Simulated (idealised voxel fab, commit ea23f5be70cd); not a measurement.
process module | voxel self aligned vias
cross-section cut | 175 nm wide | cells 5 nm
A cross-section is a grid of square cells, given in bands from the top down. A band is one or more rows of cells.
Each band's line starts with the height of the band's top and of its bottom, in nm. Then come its materials from left to right, each with its width in nm. One material with "throughout" fills the band from edge to edge. "air" is empty space.
Height 0 is the level under which the wafer as received is all one material. The lowest band goes on downwards, as in "0 down".
A width such as "30 to 40" changes by the same amount from each row of cells to the next, from the band's top row to its bottom row.
"no change" after a step means that no cell of the cross-section changed.
closed voids: empty space of 8 cells or more with no open way to the top, each as width x height at its distance from the left edge, in nm
after a step's settings: what the simulator itself notes on the step
overlay nm, on a step with a mask: how far to the right of its planned place the mask lay; to the left if negative
plan
1 op RECEIVE | material Si
2 op CONFORMAL_DEP | material SiO2 | thk nm 15
3 op CONFORMAL_DEP | material SiCN | thk nm 5
4 op DIRECTIONAL_DEP | material lowk | thk nm 20
5 op MASKED_ETCH | tone open | mask id LINES | width nm 30 | pitch nm 70 | etch materials lowk | depth nm 20 | overlay nm 0
6 op CONFORMAL_DEP | material TiN | thk nm 5
7 op FILL_DEP | material Ru | thk nm 10
8 op CMP | height nm 40
9 op SELECTIVE_ETCH | etch materials W Ru TiN | depth nm 5
10 op FILL_DEP | material SiN | thk nm 10
11 op CMP | height nm 40
12 op DIRECTIONAL_DEP | material lowk | thk nm 20
13 op DIRECTIONAL_DEP | material aC | thk nm 15
14 op PATTERN | tone open | mask id VIAS | material resist | width nm 40 | pitch nm 70 | thk nm 30 | overlay nm 0
15 op DIRECTIONAL_ETCH | etch materials aC | depth nm 15
16 op STRIP | etch materials resist
17 op DIRECTIONAL_ETCH | etch materials lowk | depth nm 20
18 op DIRECTIONAL_ETCH | etch materials SiN | depth nm 5
19 op STRIP | etch materials aC
20 op CONFORMAL_DEP | material TiN | thk nm 5
21 op FILL_DEP | material Ru | thk nm 10
22 op CMP | height nm 60
23 op CONFORMAL_DEP | material SiCN | thk nm 5
as received, after step 1
  0 down: Si throughout
  closed voids: none
first wafer at the end, as planned
  65 to 60: SiCN throughout
  60 to 45: lowk 30 | TiN 5 | Ru 30 | TiN 5 | lowk 30 | TiN 5 | Ru 30 | TiN 5 | lowk 35
  45 to 40: lowk 30 | TiN 10 | Ru 20 | TiN 10 | lowk 30 | TiN 10 | Ru 20 | TiN 10 | lowk 35
  40 to 35: lowk 35 | TiN 30 | lowk 40 | TiN 30 | lowk 40
  35 to 25: lowk 35 | TiN 5 | Ru 20 | TiN 5 | lowk 40 | TiN 5 | Ru 20 | TiN 5 | lowk 40
  25 to 20: lowk 35 | TiN 30 | lowk 40 | TiN 30 | lowk 40
  20 to 15: SiCN throughout
  15 to 0: SiO2 throughout
  0 down: Si throughout
  closed voids: none
second wafer at the end: like start, like plan, one mistake
  65 to 60: SiCN throughout
  60 to 45: lowk 30 | TiN 5 | Ru 30 | TiN 5 | lowk 30 | TiN 5 | Ru 30 | TiN 5 | lowk 35
  45 to 40: lowk 30 | TiN 10 | Ru 20 | TiN 10 | lowk 30 | TiN 10 | Ru 20 | TiN 10 | lowk 35
  40 to 35: lowk 35 | TiN 30 | lowk 40 | TiN 30 | lowk 40
  35 to 25: lowk 35 | TiN 5 | Ru 20 | TiN 5 | lowk 40 | TiN 5 | Ru 20 | TiN 5 | lowk 40
  25 to 20: lowk 35 | TiN 30 | lowk 40 | TiN 30 | lowk 40
  20 to 5: SiO2 throughout
  5 to 0: SiCN throughout
  0 down: Si throughout
  closed voids: none
what went wrong: steps 2 and 3 were swapped
at the end the second wafer has, in cells: as many of each material as the first, in other places
